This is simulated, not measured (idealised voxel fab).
The process module presented herein is designated voxel self aligned contacts.
We display cut, a cross-section 180 nm in width whose square cells are each 5 nm.
Just so we're on the same page, the cross-sections are grids of square cells, and they're listed out in bands top to bottom, each band one or more rows deep.
The entry gives the band's vertical extent as a top height and a bottom height in nm, then its horizontal make-up as materials from left to right, each with a width in nm. "air" stands for empty space; a single material marked "full width" fills the band edge to edge.
We count height from 0. Below that, the starting wafer is all one material. The lowest band never ends at the bottom but goes on down; see "0..down" for how that is written.
You'd read "30..40" like this: the band's top row of cells is as wide as the first number, its bottom row is as wide as the second, and going down, every row changes width by the same amount as the row before did.
"same as before" (step): cross-section cells unchanged, all of them.
In "Sealed voids" the enclosed voids are listed, meaning empty spaces of 8 cells or larger without any opening to the top. The form is width x height at distance, distance from the left edge, units nm.
On each step's line, the part that comes after the settings is the simulator's own comment on the step.
What "overlay nm" on a step's line means: if the step has a mask, that mask lay this far to the right of its planned place, or, when the value is negative, to the left.
[Steps in the process plan]
1,RECEIVE, material Si
2,OXIDIZE, depth nm 5
3,DIRECTIONAL_DEP, material polySi, thk nm 20
4,DIRECTIONAL_DEP, material SiN, thk nm 20
5,MASKED_ETCH, tone cover, mask id GATE, width nm 25, pitch nm 60, etch materials SiN, depth nm 20, overlay nm 0
6,MASKED_ETCH, tone cover, mask id GATE, width nm 25, pitch nm 60, etch materials polySi, depth nm 20, overlay nm 0
7,CONFORMAL_DEP, material SiN, thk nm 5
8,DIRECTIONAL_ETCH, etch materials SiN, depth nm 5
9,FILL_DEP, material SiO2, thk nm 15
10,CMP, height nm 45
11,PATTERN, tone open, mask id CONTACT, material resist, width nm 45, pitch nm 60, thk nm 15, overlay nm 0
12,DIRECTIONAL_ETCH, etch materials SiO2, depth nm 50
13,STRIP, etch materials resist
14,CONFORMAL_DEP, material TiN, thk nm 5
15,FILL_DEP, material Ru, thk nm 10
16,CMP, height nm 45
17,CONFORMAL_DEP, material SiCN, thk nm 5
[Wafer as received: cross-section following step 1]
> 0..down  Si full width
> Sealed voids: none
[Cross-section: first of two wafers, module finished, run according to plan]
> 50..45  SiCN full width
> 45..40  SiO2 35 nm / TiN 15 nm / Ru 15 nm / TiN 15 nm / SiO2 15 nm / TiN 15 nm / Ru 15 nm / TiN 15 nm / SiO2 40 nm
> 40..20  SiO2 10 nm / SiN 35 nm / TiN 5 nm / Ru 15 nm / TiN 5 nm / SiN 35 nm / TiN 5 nm / Ru 15 nm / TiN 5 nm / SiN 35 nm / SiO2 15 nm
> 20..0  SiO2 10 nm / SiN 5 nm / polySi 25 nm / SiN 5 nm / TiN 5 nm / Ru 15 nm / TiN 5 nm / SiN 5 nm / polySi 25 nm / SiN 5 nm / TiN 5 nm / Ru 15 nm / TiN 5 nm / SiN 5 nm / polySi 25 nm / SiN 5 nm / SiO2 15 nm
> 0..-5  SiO2 45 nm / TiN 25 nm / SiO2 35 nm / TiN 25 nm / SiO2 50 nm
> -5..down  Si full width
> Sealed voids: none
[This cross-section belongs to the second wafer of two at the end of the module; the start and the plan were shared with the first, and the run included one mistake]
> 50..45  SiCN full width
> 45..40  SiO2 10 nm / SiN 35 nm / TiN 25 nm / SiN 35 nm / TiN 25 nm / SiN 35 nm / SiO2 15 nm
> 40..20  SiN full width
> 20..0  polySi full width
> 0..-5  SiO2 full width
> -5..down  Si full width
> Sealed voids: none
Finding, execution versus plan: the plan had its step 4 run twice
Counted in cells at the end, the second wafer holds more or fewer of these materials than the first: Ru: 54 fewer; SiN: 57 more; SiO2: 43 fewer; TiN: 44 fewer; polySi: 84 more
